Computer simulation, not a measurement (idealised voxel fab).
Process module heading - voxel ribs on slabs
Cross-section cut spans 300 nm and uses square cells 5 nm in size.
A cross-section in this document is a grid of square cells, and it is written down as bands, the top band listed before the ones below it; a band is made up of one or more rows of cells. Look at the band entry: it leads with the top's height and the bottom's height in nm. Then it lists the materials left to right, with a width in nm for each. The word "edge to edge" on a single material says that material fills the band edge to edge. The word "empty" is empty space. Height datum 0, below which the as-received substrate wafer is one material. Lowest band open at the bottom, running downward: "0 and below". Width: "30 to 40" (first number = top row, second number = bottom row, same change from row to row of cells). Where the words "nothing got changed" appear for a step, the cross-section shows no cell changed by that step; every cell remained as before. Basically, "Completely enclosed voids" tells you about the enclosed voids: empty spaces with no open way to the top, 8 cells or bigger, each written width x height at distance, where distance is from the left edge, all in nm. Whatever follows a step's settings on its line is a remark the simulator itself makes about that step. overlay nm: step with mask; distance mask lay right of planned place; negative value = left of planned place.
### These are the steps we planned for the process
1 RECEIVE, material Si
2 DIRECTIONAL_DEP, material SiO2, thk nm 30
3 DIRECTIONAL_DEP, material SiN, thk nm 25
4 MASKED_ETCH, tone cover, mask id RIB, width nm 20, etch materials SiN, depth nm 20, overlay nm 0
5 MASKED_ETCH, tone cover, mask id SLAB, width nm 60, etch materials SiN, depth nm 5, overlay nm 0
6 FILL_DEP, material SiO2, thk nm 25
7 CMP, height nm 65
8 DIRECTIONAL_DEP, material W, thk nm 5
9 MASKED_ETCH, tone cover, mask id HEATER, width nm 30, etch materials W, depth nm 5, overlay nm 0
10 CONFORMAL_DEP, material SiO2, thk nm 5
Every wafer here starts from the same state; it is the step 7 height nm that distinguishes them, and the value the plan gives belongs to the first wafer.
### This is how the first of several wafers looked in cross-section when it arrived, which is after step 1
* 0 and below: Si edge to edge
* Completely enclosed voids: none
### Cross-section, first of several wafers, end of module, after last step 10
* 75 down to 70: empty 130; SiO2 40; empty 130
* 70 down to 65: SiO2 135; W 30; SiO2 135
* 65 down to 55: SiO2 edge to edge
* 55 down to 35: SiO2 140; SiN 20; SiO2 140
* 35 down to 30: SiO2 120; SiN 60; SiO2 120
* 30 down to 0: SiO2 edge to edge
* 0 and below: Si edge to edge
* Completely enclosed voids: none
### X-section, last wafer, module end
* 90 down to 85: empty 130; SiO2 40; empty 130
* 85 down to 80: SiO2 135; W 30; SiO2 135
* 80 down to 55: SiO2 edge to edge
* 55 down to 35: SiO2 140; SiN 20; SiO2 140
* 35 down to 30: SiO2 120; SiN 60; SiO2 120
* 30 down to 0: SiO2 edge to edge
* 0 and below: Si edge to edge
* Completely enclosed voids: none
### Per wafer, end of module: cells gained (+) or lost (-) per material since receipt, then closed voids
height nm 65; +28 SiN; +814 SiO2; +6 W; Completely enclosed voids: none
height nm 70; +28 SiN; +874 SiO2; +6 W; Completely enclosed voids: none
height nm 75; +28 SiN; +934 SiO2; +6 W; Completely enclosed voids: none
height nm 80; +28 SiN; +994 SiO2; +6 W; Completely enclosed voids: none
